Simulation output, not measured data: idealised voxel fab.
process module | voxel released beams
cross-section cut | 190 nm wide | cells 5 nm
A cross-section is a grid of square cells, given in bands from the top down. A band is one or more rows of cells.
Each band's line starts with the height of the band's top and of its bottom, in nm. Then come its materials from left to right, each with its width in nm. One material with "throughout" fills the band from edge to edge. "air" is empty space.
Height 0 is the level under which the wafer as received is all one material. The lowest band goes on downwards, as in "0 down".
A width such as "30 to 40" changes by the same amount from each row of cells to the next, from the band's top row to its bottom row.
"no change" after a step means that no cell of the cross-section changed.
closed voids: empty space of 8 cells or more with no open way to the top, each as width x height at its distance from the left edge, in nm
after a step's settings: what the simulator itself notes on the step
overlay nm, on a step with a mask: how far to the right of its planned place the mask lay; to the left if negative
plan
1 op RECEIVE | material Si
2 op CONFORMAL_DEP | material Al2O3 | thk nm 5
3 op DIRECTIONAL_DEP | material SiO2 | thk nm 20
4 op MASKED_ETCH | tone open | mask id ANCHOR | width nm 35 | etch materials SiO2 | depth nm 20 | overlay nm 0
5 op CONFORMAL_DEP | material W | thk nm 15
6 op DIRECTIONAL_DEP | material aC | thk nm 10
7 op PATTERN | tone cover | mask id BEAM | material resist | width nm 115 | thk nm 25 | overlay nm 0
8 op DIRECTIONAL_ETCH | etch materials aC | depth nm 10
9 op STRIP | etch materials resist
10 op DIRECTIONAL_ETCH | etch materials W | depth nm 15
11 op STRIP | etch materials aC
12 op STRIP | etch materials SiO2
as received, after step 1
  0 down: Si throughout
  closed voids: none
first wafer at the end, as planned
  40 to 25: air 35 | W 20 | air 5 | W 90 | air 40
  25 to 20: air 40 | W 15 | air 5 | W 15 | air 115
  20 to 5: air 40 | W 35 | air 115
  5 to 0: Al2O3 throughout
  0 down: Si throughout
  closed voids: none
second wafer at the end: like start, like plan, one mistake
  35 to 20: air 35 | W 20 | air 5 | W 90 | air 40
  20 to 15: air 40 | W 15 | air 5 | W 15 | air 115
  15 to 0: air 40 | W 35 | air 115
  0 down: Si throughout
  closed voids: none
what went wrong: step 2 was left out
at the end the second wafer has, in cells: 38 fewer of Al2O3
